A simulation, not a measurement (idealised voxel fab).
Title: Process Module voxel released beams
The figure presents cross-section cut, which has a width of 245 nm and is divided into square cells with an edge length of 5 nm.
Throughout this document, each cross-section is represented as a grid of square cells and is presented as a sequence of bands enumerated from the top downward, where a band comprises one or more rows of cells. Each band's line starts with the height of the band's top and of its bottom, in nm. Then come its materials from left to right, each with its width in nm. One material with "everywhere" fills the band from edge to edge. "blank" is empty space. It should be noted that heights are counted from 0, beneath which the wafer as supplied is of one material throughout, and that the lowest band possesses no lower boundary but continues downward, as written in "top 0, no bottom". Note: "30 to 40" means the width goes from the first number (top row of the band) to the second number (bottom row) in equal steps per row of cells. For the purposes of this document, the phrase "remained the same" attached to a step denotes that no cell within the cross-section was modified by that step. Any empty space of 8 cells or more lacking an open way to the top shows up in "Fully closed voids" as width x height at distance, distance from the left edge, in nm. Note: text after step settings on the step line = simulator remark on that step. overlay nm: on a step with a mask, how far right of its planned place the mask lay; negative means left.

Below is the list of planned process steps:
| 1 | RECEIVE, material Si |
| 2 | CONFORMAL_DEP, material SiN, thk nm 5 |
| 3 | DIRECTIONAL_DEP, material SiO2, thk nm 20 |
| 4 | MASKED_ETCH, tone open, mask id ANCHOR, width nm 25, etch materials SiO2, depth nm 20, overlay nm 0 |
| 5 | CONFORMAL_DEP, material TiN, thk nm 10 |
| 6 | DIRECTIONAL_DEP, material aC, thk nm 15 |
| 7 | PATTERN, tone cover, mask id BEAM, material resist, width nm 100, thk nm 30, overlay nm 0 |
| 8 | DIRECTIONAL_ETCH, etch materials aC, depth nm 15 |
| 9 | STRIP, etch materials resist |
| 10 | DIRECTIONAL_ETCH, etch materials TiN, depth nm 10 |
| 11 | STRIP, etch materials aC |
| 12 | STRIP, etch materials SiO2 |

Incoming wafer, cross-sectional view, post step 1:
* top 0, no bottom: Si everywhere
* Fully closed voids: none

Wafer cross-section at end of module: start and plan as shown above, one execution error:
* top 35, bottom 25: blank 70; TiN 40; blank 135
* top 25, bottom 15: blank 65; TiN 10; SiO2 25; TiN 10; blank 135
* top 15, bottom 5: blank 65; TiN 10; SiO2 25; TiN 70; blank 75
* top 5, bottom 0: SiN everywhere
* top 0, no bottom: Si everywhere
* Fully closed voids: none
Plan not followed: step 4 deviated from plan and actually ran as MASKED_ETCH, tone cover, mask id ANCHOR, width nm 25, etch materials SiO2, depth nm 20, overlay nm 0
